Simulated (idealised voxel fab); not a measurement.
Process module name: voxel self aligned vias
Cross-sectional view cut (width: 245 nm; square cell size: 5 nm).
Each cross-section below is a grid of square cells, stated as bands in top-down order, with one or more rows of cells making up each band.
It is stipulated that each band's entry specify, in nanometres, the height of the top of the band and then that of its bottom, followed by the materials of the band in left-to-right sequence, each together with its width in nanometres. A single material marked by the word "full width" is understood to fill the band from edge to edge; the word "air" is understood to denote empty space.
Heads up on the height convention: 0 is the point under which the incoming wafer is all one material, and the lowest band has no bottom, it just keeps going down, like "z 0 and below".
Width "30 to 40": first value at the band's top row of cells, second value at its bottom row, equal change from row to row.
Step note "remains unaltered" = no cross-section cell changed.
In the "Enclosed cavity list" entry, you get each enclosed empty space of 8 cells or more, one with no open way to the top, written width x height at distance, distance from the left edge, in nm.
Past the settings on a step's line: simulator remark, on that step.
Among the settings permitted on a step's line is "overlay nm"; applied to a step with a mask, it specifies the extent to which the mask lay to the right of its planned position, whereas a negative figure signifies a position to the left.
Listed below are the process steps as planned:
- 1: RECEIVE: material Si
- 2: CONFORMAL_DEP: material SiO2, thk nm 10
- 3: CONFORMAL_DEP: material SiCN, thk nm 5
- 4: DIRECTIONAL_DEP: material lowk, thk nm 30
- 5: MASKED_ETCH: tone open, mask id LINES, width nm 25, pitch nm 50, etch materials lowk, depth nm 30, overlay nm 0
- 6: CONFORMAL_DEP: material TiN, thk nm 5
- 7: FILL_DEP: material Ru, thk nm 5
- 8: CMP: height nm 45
- 9: SELECTIVE_ETCH: etch materials W Ru TiN, depth nm 5
- 10: FILL_DEP: material SiN, thk nm 10
- 11: CMP: height nm 45
- 12: DIRECTIONAL_DEP: material lowk, thk nm 20
- 13: DIRECTIONAL_DEP: material aC, thk nm 10
- 14: PATTERN: tone open, mask id VIAS, material resist, width nm 35, pitch nm 50, thk nm 25, overlay nm 0
- 15: DIRECTIONAL_ETCH: etch materials aC, depth nm 10
- 16: STRIP: etch materials resist
- 17: DIRECTIONAL_ETCH: etch materials lowk, depth nm 20
- 18: DIRECTIONAL_ETCH: etch materials SiN, depth nm 5
- 19: STRIP: etch materials aC
- 20: CONFORMAL_DEP: material TiN, thk nm 5
- 21: FILL_DEP: material Ru, thk nm 10
- 22: CMP: height nm 65
- 23: CONFORMAL_DEP: material SiCN, thk nm 5
Cross-sectional view of the wafer in its as-received condition, corresponding to the state after step 1:
  z 0 and below: Si full width
  Enclosed cavity list: none
Wafer cross-section at module end: first of two, run to plan:
  z 70 to 65: SiCN full width
  z 65 to 50: lowk: 80, TiN: 5, Ru: 25, TiN: 5, lowk: 15, TiN: 5, Ru: 25, TiN: 5, lowk: 80
  z 50 to 45: lowk: 80, TiN: 10, Ru: 15, TiN: 10, lowk: 15, TiN: 10, Ru: 15, TiN: 10, lowk: 80
  z 45 to 40: lowk: 85, TiN: 25, lowk: 25, TiN: 25, lowk: 85
  z 40 to 20: lowk: 85, TiN: 5, Ru: 15, TiN: 5, lowk: 25, TiN: 5, Ru: 15, TiN: 5, lowk: 85
  z 20 to 15: lowk: 85, TiN: 25, lowk: 25, TiN: 25, lowk: 85
  z 15 to 10: SiCN full width
  z 10 to 0: SiO2 full width
  z 0 and below: Si full width
  Enclosed cavity list: none
Second wafer at the end: like start, like plan, one mistake:
  z 70 to 65: SiCN full width
  z 65 to 50: lowk: 70, TiN: 5, Ru: 25, TiN: 5, lowk: 15, TiN: 5, Ru: 25, TiN: 5, lowk: 90
  z 50 to 45: lowk: 70, TiN: 20, Ru: 10, TiN: 5, lowk: 15, TiN: 20, Ru: 10, TiN: 5, lowk: 90
  z 45 to 40: lowk: 85, TiN: 20, SiN: 5, lowk: 25, TiN: 20, SiN: 5, lowk: 85
  z 40 to 20: lowk: 85, TiN: 5, Ru: 15, TiN: 5, lowk: 25, TiN: 5, Ru: 15, TiN: 5, lowk: 85
  z 20 to 15: lowk: 85, TiN: 25, lowk: 25, TiN: 25, lowk: 85
  z 15 to 10: SiCN full width
  z 10 to 0: SiO2 full width
  z 0 and below: Si full width
  Enclosed cavity list: none
Misprocessing identified: note that step 14 departed from the planned setting and was carried out as PATTERN: tone open, mask id VIAS, material resist, width nm 35, pitch nm 50, thk nm 25, overlay nm -10
It is noted that, at the conclusion of processing, the second wafer exhibits a higher or lower cell count for certain materials relative to the first: Ru: 2 fewer, SiN: 2 more
